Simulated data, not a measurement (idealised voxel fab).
process module | voxel self aligned contacts
cross-section cut | 255 nm wide | cells 5 nm
A cross-section is a grid of square cells, given in bands from the top down. A band is one or more rows of cells.
Each band's line starts with the height of the band's top and of its bottom, in nm. Then come its materials from left to right, each with its width in nm. One material with "throughout" fills the band from edge to edge. "air" is empty space.
Height 0 is the level under which the wafer as received is all one material. The lowest band goes on downwards, as in "0 down".
A width such as "30 to 40" changes by the same amount from each row of cells to the next, from the band's top row to its bottom row.
"no change" after a step means that no cell of the cross-section changed.
closed voids: empty space of 8 cells or more with no open way to the top, each as width x height at its distance from the left edge, in nm
after a step's settings: what the simulator itself notes on the step
overlay nm, on a step with a mask: how far to the right of its planned place the mask lay; to the left if negative
plan
1 op RECEIVE | material Si
2 op OXIDIZE | depth nm 5
3 op DIRECTIONAL_DEP | material polySi | thk nm 25
4 op DIRECTIONAL_DEP | material SiN | thk nm 20
5 op MASKED_ETCH | tone cover | mask id GATE | width nm 35 | pitch nm 70 | etch materials SiN | depth nm 20 | overlay nm 0
6 op MASKED_ETCH | tone cover | mask id GATE | width nm 35 | pitch nm 70 | etch materials polySi | depth nm 25 | overlay nm 0
7 op CONFORMAL_DEP | material SiN | thk nm 5
8 op DIRECTIONAL_ETCH | etch materials SiN | depth nm 5
9 op FILL_DEP | material SiO2 | thk nm 10
10 op CMP | height nm 50
11 op DIRECTIONAL_DEP | material aC | thk nm 10
12 op PATTERN | tone open | mask id CONTACT | material resist | width nm 45 | thk nm 30 | overlay nm 0
13 op DIRECTIONAL_ETCH | etch materials aC | depth nm 10
14 op STRIP | etch materials resist
15 op DIRECTIONAL_ETCH | etch materials SiO2 | depth nm 55
16 op STRIP | etch materials aC
17 op CONFORMAL_DEP | material TiN | thk nm 5
18 op FILL_DEP | material W | thk nm 5
19 op CMP | height nm 50
20 op CONFORMAL_DEP | material SiCN | thk nm 5
as received, after step 1
  0 down: Si throughout
  closed voids: none
a wafer at the end: this start, this plan, one mistake
  55 to 50: SiCN throughout
  50 to 45: SiO2 105 | TiN 10 | W 15 | TiN 20 | SiO2 105
  45 to 30: SiO2 65 | SiN 45 | TiN 5 | W 15 | TiN 5 | SiN 45 | SiO2 75
  30 to 25: SiO2 65 | SiN 45 | TiN 10 | W 10 | TiN 5 | SiN 45 | SiO2 75
  25 to 0: SiO2 65 | SiN 5 | polySi 40 | SiN 5 | TiN 5 | W 10 | TiN 5 | SiN 5 | polySi 40 | SiN 5 | SiO2 70
  0 to -5: SiO2 115 | TiN 20 | SiO2 120
  -5 down: Si throughout
  closed voids: none
what went wrong: step 5 ran as: op MASKED_ETCH | tone cover | mask id GATE | width nm 35 | pitch nm 70 | etch materials SiN | depth nm 20 | overlay nm -5
